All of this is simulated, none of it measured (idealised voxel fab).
process module | voxel wiring stack
cross-section cut | 210 nm wide | cells 5 nm
A cross-section is a grid of square cells, given in bands from the top down. A band is one or more rows of cells.
Each band's line starts with the height of the band's top and of its bottom, in nm. Then come its materials from left to right, each with its width in nm. One material with "throughout" fills the band from edge to edge. "air" is empty space.
Height 0 is the level under which the wafer as received is all one material. The lowest band goes on downwards, as in "0 down".
A width such as "30 to 40" changes by the same amount from each row of cells to the next, from the band's top row to its bottom row.
"no change" after a step means that no cell of the cross-section changed.
closed voids: empty space of 8 cells or more with no open way to the top, each as width x height at its distance from the left edge, in nm
after a step's settings: what the simulator itself notes on the step
overlay nm, on a step with a mask: how far to the right of its planned place the mask lay; to the left if negative
plan
1 op RECEIVE | material Si
2 op CONFORMAL_DEP | material SiO2 | thk nm 15
3 op DIRECTIONAL_DEP | material TiN | thk nm 5
4 op DIRECTIONAL_DEP | material Ru | thk nm 25
5 op DIRECTIONAL_DEP | material aC | thk nm 15
6 op PATTERN | tone cover | mask id METAL_1 | material resist | width nm 30 | pitch nm 55 | thk nm 35 | overlay nm 0
7 op DIRECTIONAL_ETCH | etch materials aC | depth nm 15
8 op STRIP | etch materials resist
9 op DIRECTIONAL_ETCH | etch materials Ru | depth nm 25
10 op DIRECTIONAL_ETCH | etch materials TiN | depth nm 5
11 op STRIP | etch materials aC
12 op CONFORMAL_DEP | material SiN | thk nm 5
13 op FILL_DEP | material SiO2 | thk nm 5
14 op CMP | height nm 45
15 op CONFORMAL_DEP | material SiCN | thk nm 5
16 op DIRECTIONAL_DEP | material SiO2 | thk nm 35
17 op MASKED_ETCH | tone open | mask id METAL_2_HOLES | width nm 15 | pitch nm 55 | etch materials SiO2 | depth nm 35 | overlay nm 0
18 op MASKED_ETCH | tone open | mask id METAL_2 | width nm 30 | pitch nm 55 | etch materials SiO2 | depth nm 20 | overlay nm 0
19 op MASKED_ETCH | tone open | mask id METAL_2 | width nm 30 | pitch nm 55 | etch materials SiCN | depth nm 5 | overlay nm 0
20 op CONFORMAL_DEP | material TiN | thk nm 5
21 op FILL_DEP | material Ru | thk nm 5
22 op CMP | height nm 85
23 op CONFORMAL_DEP | material SiCN | thk nm 5
24 op DIRECTIONAL_DEP | material lowk | thk nm 15
25 op PATTERN | tone open | mask id PLUG_2 | material resist | width nm 15 | thk nm 20 | overlay nm 0
26 op DIRECTIONAL_ETCH | etch materials lowk | depth nm 15
27 op DIRECTIONAL_ETCH | etch materials SiCN | depth nm 5
28 op STRIP | etch materials resist
29 op EPI | material Ru | thk nm 10
30 op EPI | material Ru | thk nm 10
31 op DIRECTIONAL_DEP | material TiN | thk nm 5
32 op DIRECTIONAL_DEP | material Ru | thk nm 15
33 op MASKED_ETCH | tone cover | mask id METAL_3 | width nm 30 | pitch nm 55 | etch materials Ru | depth nm 15 | overlay nm 0
34 op MASKED_ETCH | tone cover | mask id METAL_3 | width nm 30 | pitch nm 55 | etch materials TiN | depth nm 5 | overlay nm 0
35 op CONFORMAL_DEP | material SiN | thk nm 5
36 op FILL_DEP | material SiO2 | thk nm 10
37 op CMP | height nm 125
38 op CONFORMAL_DEP | material SiN | thk nm 5
first wafer, as planned
as received, after step 1
  0 down: Si throughout
  closed voids: none
after step 2
  15 to 0: SiO2 throughout
  below 0: unchanged
after step 3
  20 to 15: TiN throughout
  below 15: unchanged
after step 4
  45 to 20: Ru throughout
  below 20: unchanged
after step 5
  60 to 45: aC throughout
  below 45: unchanged
after step 6
  95 to 60: air 60 | resist 30 | air 25 | resist 30 | air 65
  below 60: unchanged
after step 7
  80 to 60: air 60 | resist 30 | air 25 | resist 30 | air 65
  60 to 45: air 60 | aC 30 | air 25 | aC 30 | air 65
  below 45: unchanged
after step 8
  60 to 45: air 60 | aC 30 | air 25 | aC 30 | air 65
  below 45: unchanged
after step 9
  60 to 45: air 60 | aC 30 | air 25 | aC 30 | air 65
  45 to 20: air 60 | Ru 30 | air 25 | Ru 30 | air 65
  below 20: unchanged
after step 10
  60 to 45: air 60 | aC 30 | air 25 | aC 30 | air 65
  45 to 20: air 60 | Ru 30 | air 25 | Ru 30 | air 65
  20 to 15: air 60 | TiN 30 | air 25 | TiN 30 | air 65
  below 15: unchanged
after step 11
  45 to 20: air 60 | Ru 30 | air 25 | Ru 30 | air 65
  below 20: unchanged
after step 12
  50 to 45: air 55 | SiN 40 | air 15 | SiN 40 | air 60
  45 to 20: air 55 | SiN 5 | Ru 30 | SiN 5 | air 15 | SiN 5 | Ru 30 | SiN 5 | air 60
  20 to 15: SiN 60 | TiN 30 | SiN 25 | TiN 30 | SiN 65
  below 15: unchanged
after step 13
  55 to 50: SiO2 throughout
  50 to 45: SiO2 55 | SiN 40 | SiO2 15 | SiN 40 | SiO2 60
  45 to 20: SiO2 55 | SiN 5 | Ru 30 | SiN 5 | SiO2 15 | SiN 5 | Ru 30 | SiN 5 | SiO2 60
  below 20: unchanged
after step 14
  45 to 20: SiO2 55 | SiN 5 | Ru 30 | SiN 5 | SiO2 15 | SiN 5 | Ru 30 | SiN 5 | SiO2 60
  below 20: unchanged
after step 15
  50 to 45: SiCN throughout
  below 45: unchanged
after step 16
  85 to 50: SiO2 throughout
  below 50: unchanged
after step 17
  85 to 50: SiO2 60 | air 15 | SiO2 40 | air 15 | SiO2 80
  below 50: unchanged
after step 18
  85 to 65: SiO2 60 | air 30 | SiO2 25 | air 30 | SiO2 65
  below 65: unchanged
after step 19
  85 to 65: SiO2 60 | air 30 | SiO2 25 | air 30 | SiO2 65
  65 to 50: SiO2 60 | air 15 | SiO2 40 | air 15 | SiO2 80
  50 to 45: SiCN 60 | air 15 | SiCN 40 | air 15 | SiCN 80
  below 45: unchanged
after step 20
  90 to 85: TiN 65 | air 20 | TiN 35 | air 20 | TiN 70
  85 to 70: SiO2 60 | TiN 5 | air 20 | TiN 5 | SiO2 25 | TiN 5 | air 20 | TiN 5 | SiO2 65
  70 to 65: SiO2 60 | TiN 5 | air 5 | TiN 20 | SiO2 25 | TiN 5 | air 5 | TiN 20 | SiO2 65
  65 to 50: SiO2 60 | TiN 5 | air 5 | TiN 5 | SiO2 40 | TiN 5 | air 5 | TiN 5 | SiO2 80
  50 to 45: SiCN 60 | TiN 15 | SiCN 40 | TiN 15 | SiCN 80
  below 45: unchanged
after step 21
  95 to 90: Ru throughout
  90 to 85: TiN 65 | Ru 20 | TiN 35 | Ru 20 | TiN 70
  85 to 70: SiO2 60 | TiN 5 | Ru 20 | TiN 5 | SiO2 25 | TiN 5 | Ru 20 | TiN 5 | SiO2 65
  70 to 65: SiO2 60 | TiN 5 | Ru 5 | TiN 20 | SiO2 25 | TiN 5 | Ru 5 | TiN 20 | SiO2 65
  65 to 50: SiO2 60 | TiN 5 | Ru 5 | TiN 5 | SiO2 40 | TiN 5 | Ru 5 | TiN 5 | SiO2 80
  below 50: unchanged
after step 22
  85 to 70: SiO2 60 | TiN 5 | Ru 20 | TiN 5 | SiO2 25 | TiN 5 | Ru 20 | TiN 5 | SiO2 65
  below 70: unchanged
after step 23
  90 to 85: SiCN throughout
  below 85: unchanged
after step 24
  105 to 90: lowk throughout
  below 90: unchanged
after step 25
  125 to 105: resist 60 | air 15 | resist 135
  below 105: unchanged
after step 26
  125 to 105: resist 60 | air 15 | resist 135
  105 to 90: lowk 60 | air 15 | lowk 135
  below 90: unchanged
after step 27
  125 to 105: resist 60 | air 15 | resist 135
  105 to 90: lowk 60 | air 15 | lowk 135
  90 to 85: SiCN 60 | air 15 | SiCN 135
  below 85: unchanged
after step 28
  105 to 90: lowk 60 | air 15 | lowk 135
  below 90: unchanged
after step 29
  105 to 95: lowk 60 | air 15 | lowk 135
  95 to 90: lowk 60 | Ru 15 | lowk 135
  90 to 85: SiCN 60 | Ru 15 | SiCN 135
  below 85: unchanged
after step 30
  105 to 90: lowk 60 | Ru 15 | lowk 135
  below 90: unchanged
after step 31
  110 to 105: TiN throughout
  below 105: unchanged
after step 32
  125 to 110: Ru throughout
  below 110: unchanged
after step 33
  125 to 110: air 60 | Ru 30 | air 25 | Ru 30 | air 65
  below 110: unchanged
after step 34
  125 to 110: air 60 | Ru 30 | air 25 | Ru 30 | air 65
  110 to 105: air 60 | TiN 30 | air 25 | TiN 30 | air 65
  below 105: unchanged
after step 35
  130 to 125: air 55 | SiN 40 | air 15 | SiN 40 | air 60
  125 to 110: air 55 | SiN 5 | Ru 30 | SiN 5 | air 15 | SiN 5 | Ru 30 | SiN 5 | air 60
  110 to 105: SiN 60 | TiN 30 | SiN 25 | TiN 30 | SiN 65
  below 105: unchanged
after step 36
  140 to 130: SiO2 throughout
  130 to 125: SiO2 55 | SiN 40 | SiO2 15 | SiN 40 | SiO2 60
  125 to 110: SiO2 55 | SiN 5 | Ru 30 | SiN 5 | SiO2 15 | SiN 5 | Ru 30 | SiN 5 | SiO2 60
  below 110: unchanged
after step 37
  125 to 110: SiO2 55 | SiN 5 | Ru 30 | SiN 5 | SiO2 15 | SiN 5 | Ru 30 | SiN 5 | SiO2 60
  below 110: unchanged
after step 38
  130 to 125: SiN throughout
  below 125: unchanged
second wafer: like start, like plan, one mistake. Through step 24 it matches the first wafer
when step 25 should have ended
  125 to 105: resist 55 | air 25 | resist 130
  below 105: unchanged
when step 26 should have ended
  125 to 105: resist 55 | air 25 | resist 130
  105 to 90: lowk 55 | air 25 | lowk 130
  below 90: unchanged
when step 27 should have ended
  125 to 105: resist 55 | air 25 | resist 130
  105 to 90: lowk 55 | air 25 | lowk 130
  90 to 85: SiCN 55 | air 25 | SiCN 130
  below 85: unchanged
when step 28 should have ended
  105 to 90: lowk 55 | air 25 | lowk 130
  below 90: unchanged
when step 29 should have ended
  105 to 95: lowk 55 | air 25 | lowk 130
  95 to 90: lowk 55 | Ru 25 | lowk 130
  90 to 85: SiCN 55 | Ru 25 | SiCN 130
  below 85: unchanged
when step 30 should have ended
  105 to 90: lowk 55 | Ru 25 | lowk 130
  below 90: unchanged
when step 31 should have ended
  110 to 105: TiN throughout
  below 105: unchanged
when step 32 should have ended
  125 to 110: Ru throughout
  below 110: unchanged
when step 33 should have ended
  125 to 110: air 60 | Ru 30 | air 25 | Ru 30 | air 65
  below 110: unchanged
when step 34 should have ended
  125 to 110: air 60 | Ru 30 | air 25 | Ru 30 | air 65
  110 to 105: air 60 | TiN 30 | air 25 | TiN 30 | air 65
  below 105: unchanged
when step 35 should have ended
  130 to 125: air 55 | SiN 40 | air 15 | SiN 40 | air 60
  125 to 110: air 55 | SiN 5 | Ru 30 | SiN 5 | air 15 | SiN 5 | Ru 30 | SiN 5 | air 60
  110 to 105: SiN 60 | TiN 30 | SiN 25 | TiN 30 | SiN 65
  below 105: unchanged
when step 36 should have ended
  140 to 130: SiO2 throughout
  130 to 125: SiO2 55 | SiN 40 | SiO2 15 | SiN 40 | SiO2 60
  125 to 110: SiO2 55 | SiN 5 | Ru 30 | SiN 5 | SiO2 15 | SiN 5 | Ru 30 | SiN 5 | SiO2 60
  below 110: unchanged
when step 37 should have ended
  125 to 110: SiO2 55 | SiN 5 | Ru 30 | SiN 5 | SiO2 15 | SiN 5 | Ru 30 | SiN 5 | SiO2 60
  below 110: unchanged
when step 38 should have ended
  130 to 125: SiN throughout
  below 125: unchanged
what went wrong: step 25 ran as: op PATTERN | tone open | mask id PLUG_2 | material resist | width nm 25 | thk nm 20 | overlay nm 0
at the end the second wafer has, in cells: 8 more of Ru | 2 fewer of SiCN | 6 fewer of lowk
